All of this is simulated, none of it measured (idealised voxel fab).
The name of this process module is voxel ribs on slabs.
Square cells of 5 nm make up the cross-section cut, whose width is 235 nm.
In what follows, cross-sections appear as grids of square cells, described through bands that run from the top down, where every band is one or more rows of cells. The band entry comprises the height of the band's top followed by the height of its bottom, expressed in nm, and subsequently the band's materials from left to right, each stated together with its width in nm. Where a single material is marked with the word "edge to edge", that material fills the band from edge to edge. The word "blank" represents empty space. Heights from 0 (as-received wafer is one material below). Bottom band endless downward, as "z 0 and below". Quick explanation for "30 to 40": the width changes in equal steps down the rows of cells, from the first number in the band's top row to the second number in its bottom row. "nothing got changed" means the step left every cell of the cross-section as it was. "Closed-off voids" contains a list of empty spaces, each no smaller than 8 cells and without an open way to the top, written in the form width x height at distance with the distance from the left edge and all three in nm. It should be noted that, on the line of a given step, the content following the step's settings is a remark produced by the simulator itself with respect to that step. On any step carrying a mask, the "overlay nm" setting, if present on the step's line, tells how far right of its planned place the mask lay; negative values point to the left.
# Intended process steps
step 1: op RECEIVE | material Si
step 2: op DIRECTIONAL_DEP | material SiO2 | thk nm 30
step 3: op DIRECTIONAL_DEP | material SiN | thk nm 20
step 4: op PATTERN | tone cover | mask id RIB | material resist | width nm 20 | thk nm 20 | overlay nm 0
step 5: op DIRECTIONAL_ETCH | etch materials SiN | depth nm 10
step 6: op STRIP | etch materials resist
step 7: op PATTERN | tone cover | mask id SLAB | material resist | width nm 50 | thk nm 20 | overlay nm 0
step 8: op DIRECTIONAL_ETCH | etch materials SiN | depth nm 10
step 9: op STRIP | etch materials resist
step 10: op FILL_DEP | material SiO2 | thk nm 15
step 11: op CMP | height nm 60
step 12: op DIRECTIONAL_DEP | material TiN | thk nm 10
step 13: op DIRECTIONAL_DEP | material aC | thk nm 10
step 14: op PATTERN | tone cover | mask id HEATER | material resist | width nm 30 | thk nm 30 | overlay nm 0
step 15: op DIRECTIONAL_ETCH | etch materials aC | depth nm 10
step 16: op STRIP | etch materials resist
step 17: op DIRECTIONAL_ETCH | etch materials TiN | depth nm 10
step 18: op STRIP | etch materials aC
step 19: op CONFORMAL_DEP | material SiN | thk nm 5
# as received, after step 1
- z 0 and below = Si edge to edge
- Closed-off voids: none
# Post-module cross-section of the first of two wafers (run per plan)
- z 75 to 70 = 95 blank  40 SiN  100 blank
- z 70 to 65 = 95 blank  5 SiN  30 TiN  5 SiN  100 blank
- z 65 to 60 = 100 SiN  30 TiN  105 SiN
- z 60 to 50 = SiO2 edge to edge
- z 50 to 40 = 105 SiO2  20 SiN  110 SiO2
- z 40 to 30 = 90 SiO2  50 SiN  95 SiO2
- z 30 to 0 = SiO2 edge to edge
- z 0 and below = Si edge to edge
- Closed-off voids: none
# So this is wafer number two of the two, cut at the end of the module - it started where the first did and had the same plan, we just got one thing wrong running it
- z 70 to 60 = 100 blank  30 TiN  105 blank
- z 60 to 50 = SiO2 edge to edge
- z 50 to 40 = 105 SiO2  20 SiN  110 SiO2
- z 40 to 30 = 90 SiO2  50 SiN  95 SiO2
- z 30 to 0 = SiO2 edge to edge
- z 0 and below = Si edge to edge
- Closed-off voids: none
Diagnosis: step 19 was left out
Final wafer comparison in cells, second versus first, more or fewer per material: -51 SiN
